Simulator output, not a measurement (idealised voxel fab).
Presented below is a process module, voxel spacer lines.
Pictured: cross-section cut, 200 nm wide, on a grid of 5 nm square cells.
How to read a cross-section here: the picture is a grid of square cells, written as bands going from the top down, and any band can span one or more rows of cells. Top, bottom (nm), then materials left to right with widths (nm); lone material tagged "all across" fills the whole band edge to edge; "blank" = empty space. Convention: height 0 is the level below which the wafer, as received, is all one material. The lowest band does not terminate at the bottom but continues downward, represented as "z 0 and below". Graded width ("30 to 40"): value in top row of band = first number; value in bottom row = second number; row-to-row change constant. "changes: none", as given for a step, is the statement that not any cell of the cross-section underwent a change during that step. So "Sealed voids" is basically the list of trapped voids: any empty space of 8 cells or more that can't reach the top through an opening. They're written width x height at distance, the distance being from the left edge, and it's all nm. Anything after a step's settings on that line? It's the simulator's own note about the step. Among the settings permitted on a step's line is "overlay nm"; applied to a step with a mask, it specifies the extent to which the mask lay to the right of its planned position, whereas a negative figure signifies a position to the left.

Process steps - plan:
- 1: RECEIVE (material Si)
- 2: CONFORMAL_DEP (material Al2O3; thk nm 5)
- 3: DIRECTIONAL_DEP (material TiN; thk nm 20)
- 4: DIRECTIONAL_DEP (material polySi; thk nm 20)
- 5: PATTERN (tone cover; mask id MANDREL; material resist; width nm 20; pitch nm 70; thk nm 25; overlay nm 0)
- 6: DIRECTIONAL_ETCH (etch materials polySi; depth nm 20)
- 7: STRIP (etch materials resist)
- 8: CONFORMAL_DEP (material SiO2; thk nm 15)
- 9: DIRECTIONAL_ETCH (etch materials SiO2; depth nm 15)
- 10: STRIP (etch materials polySi)
- 11: DIRECTIONAL_ETCH (etch materials TiN; depth nm 20)
- 12: STRIP (etch materials SiO2)

As-received state of the wafer in cross-section, equivalent to post-step 1:
	z 0 and below  Si all across
	Sealed voids: none

End-of-module cross-section of the first of two wafers, processed as planned:
	z 25 to 5  blank=40 / TiN=15 / blank=20 / TiN=15 / blank=20 / TiN=15 / blank=20 / TiN=15 / blank=40
	z 5 to 0  Al2O3 all across
	z 0 and below  Si all across
	Sealed voids: none

Cross-sectional image of the second wafer of the two following completion of the module. Starting state and process plan were the same as for the first wafer; one execution error occurred:
	z 45 to 25  blank=40 / TiN=15 / blank=20 / TiN=15 / blank=20 / TiN=15 / blank=20 / TiN=15 / blank=40
	z 25 to 5  TiN all across
	z 5 to 0  Al2O3 all across
	z 0 and below  Si all across
	Sealed voids: none
Processing error: step 3 from the plan got run twice
The closing comparison, in cells, has the second wafer with more or fewer of some materials than the first: 160 more of TiN
